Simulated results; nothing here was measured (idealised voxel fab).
process module | voxel local oxidation
cross-section cut | 205 nm wide | cells 5 nm
A cross-section is a grid of square cells, given in bands from the top down. A band is one or more rows of cells.
Each band's line starts with the height of the band's top and of its bottom, in nm. Then come its materials from left to right, each with its width in nm. One material with "throughout" fills the band from edge to edge. "air" is empty space.
Height 0 is the level under which the wafer as received is all one material. The lowest band goes on downwards, as in "0 down".
A width such as "30 to 40" changes by the same amount from each row of cells to the next, from the band's top row to its bottom row.
"no change" after a step means that no cell of the cross-section changed.
closed voids: empty space of 8 cells or more with no open way to the top, each as width x height at its distance from the left edge, in nm
after a step's settings: what the simulator itself notes on the step
overlay nm, on a step with a mask: how far to the right of its planned place the mask lay; to the left if negative
plan
1 op RECEIVE | material Si
2 op CONFORMAL_DEP | material SiO2 | thk nm 5
3 op CONFORMAL_DEP | material SiN | thk nm 10
4 op DIRECTIONAL_DEP | material aC | thk nm 15
5 op PATTERN | tone cover | mask id ACTIVE | material resist | width nm 105 | thk nm 30 | overlay nm 0
6 op DIRECTIONAL_ETCH | etch materials aC | depth nm 5
7 op STRIP | etch materials resist
8 op DIRECTIONAL_ETCH | etch materials SiN | depth nm 10
9 op STRIP | etch materials aC
10 op SELECTIVE_ETCH | etch materials SiO2 | depth nm 5
11 op OXIDIZE | depth nm 15
12 op STRIP | etch materials SiN
varied across the wafers: depth nm of step 6. The plan shows the first wafer's value. All wafers start alike
first wafer as received, after step 1
  0 down: Si throughout
  closed voids: none
first wafer at the end, after step 12
  5 to 0: SiO2 throughout
  0 down: Si throughout
  closed voids: none
last wafer at the end
  5 to 0: air 55 | SiO2 95 | air 55
  0 to -15: SiO2 70 | Si 65 | SiO2 70
  -15 down: Si throughout
  closed voids: none
each wafer at the end: cells of each material gained (+) or lost (-) since it was received, then its closed voids
depth nm 5 | +41 SiO2 | closed voids: none
depth nm 10 | +41 SiO2 | closed voids: none
depth nm 15 | -84 Si | +103 SiO2 | closed voids: none
depth nm 20 | -84 Si | +103 SiO2 | closed voids: none
depth nm 25 | -84 Si | +103 SiO2 | closed voids: none
depth nm 30 | -84 Si | +103 SiO2 | closed voids: none
